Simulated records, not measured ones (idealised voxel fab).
Process module name: voxel quadruple lines
For reference, the cross-section in this document is cut, with width 245 nm and square cells of 5 nm.
Cross-section, as written here: a square-cell grid given band by band from the top down, where a band holds one or more rows of cells. Look at the band entry: it leads with the top's height and the bottom's height in nm. Then it lists the materials left to right, with a width in nm for each. The word "full width" on a single material says that material fills the band edge to edge. The word "air" is empty space. Counting heights begins at 0, where everything beneath is, in the wafer as received, one material. The lowest band has no bottom; it goes on downwards, as "z 0 and below" shows. When a width is written as two numbers, as in "30..40", the first number is the width in the top row of cells of the band and the second is the width in its bottom row, and the width changes by the same amount from each row to the next. "no change", as given for a step, is the statement that not any cell of the cross-section underwent a change during that step. In the "Enclosed voids" entry, you get each enclosed empty space of 8 cells or more, one with no open way to the top, written width x height at distance, distance from the left edge, in nm. Heads up: the bit after the settings on a step's line is the simulator's remark on that step. "overlay nm" on a masked step: distance the mask lay right of its planned place, negative for left.
### The steps planned for the process are as follows
step 1: RECEIVE | material Si
step 2: CONFORMAL_DEP | material Al2O3 | thk nm 5
step 3: DIRECTIONAL_DEP | material W | thk nm 10
step 4: DIRECTIONAL_DEP | material polySi | thk nm 20
step 5: DIRECTIONAL_DEP | material aC | thk nm 20
step 6: PATTERN | tone cover | mask id MANDREL | material resist | width nm 35 | pitch nm 100 | thk nm 25 | overlay nm 0
step 7: DIRECTIONAL_ETCH | etch materials aC | depth nm 20
step 8: STRIP | etch materials resist
step 9: CONFORMAL_DEP | material SiO2 | thk nm 15
step 10: DIRECTIONAL_ETCH | etch materials SiO2 | depth nm 15
step 11: STRIP | etch materials aC
step 12: DIRECTIONAL_ETCH | etch materials polySi | depth nm 20
step 13: STRIP | etch materials SiO2
step 14: CONFORMAL_DEP | material SiN | thk nm 10
step 15: DIRECTIONAL_ETCH | etch materials SiN | depth nm 10
step 16: STRIP | etch materials polySi
step 17: DIRECTIONAL_ETCH | etch materials W | depth nm 10
step 18: STRIP | etch materials SiN
### Step 1 complete: cross-section of the wafer as received
* z 0 and below = Si full width
* Enclosed voids: none
### As-planned run: cross-section of the first of two wafers at end of module
* z 15 to 5 = air 30 | W 10 | air 15 | W 10 | air 15 | W 10 | air 15 | W 10 | air 15 | W 10 | air 15 | W 10 | air 15 | W 10 | air 15 | W 10 | air 30
* z 5 to 0 = Al2O3 full width
* z 0 and below = Si full width
* Enclosed voids: none
### End-of-module cross-section of the second wafer: identical starting point and process plan to the first, with one processing mistake
* z 15 to 5 = air 25 | W 10 | air 15 | W 10 | air 15 | W 10 | air 15 | W 10 | air 15 | W 10 | air 15 | W 10 | air 15 | W 10 | air 15 | W 10 | air 35
* z 5 to 0 = Al2O3 full width
* z 0 and below = Si full width
* Enclosed voids: none
Want to know what went wrong? step 6 changed vs plan, executed as PATTERN | tone cover | mask id MANDREL | material resist | width nm 35 | pitch nm 100 | thk nm 25 | overlay nm -5
Heads up: at the end the two wafers have identical cell counts per material, they're just laid out differently.
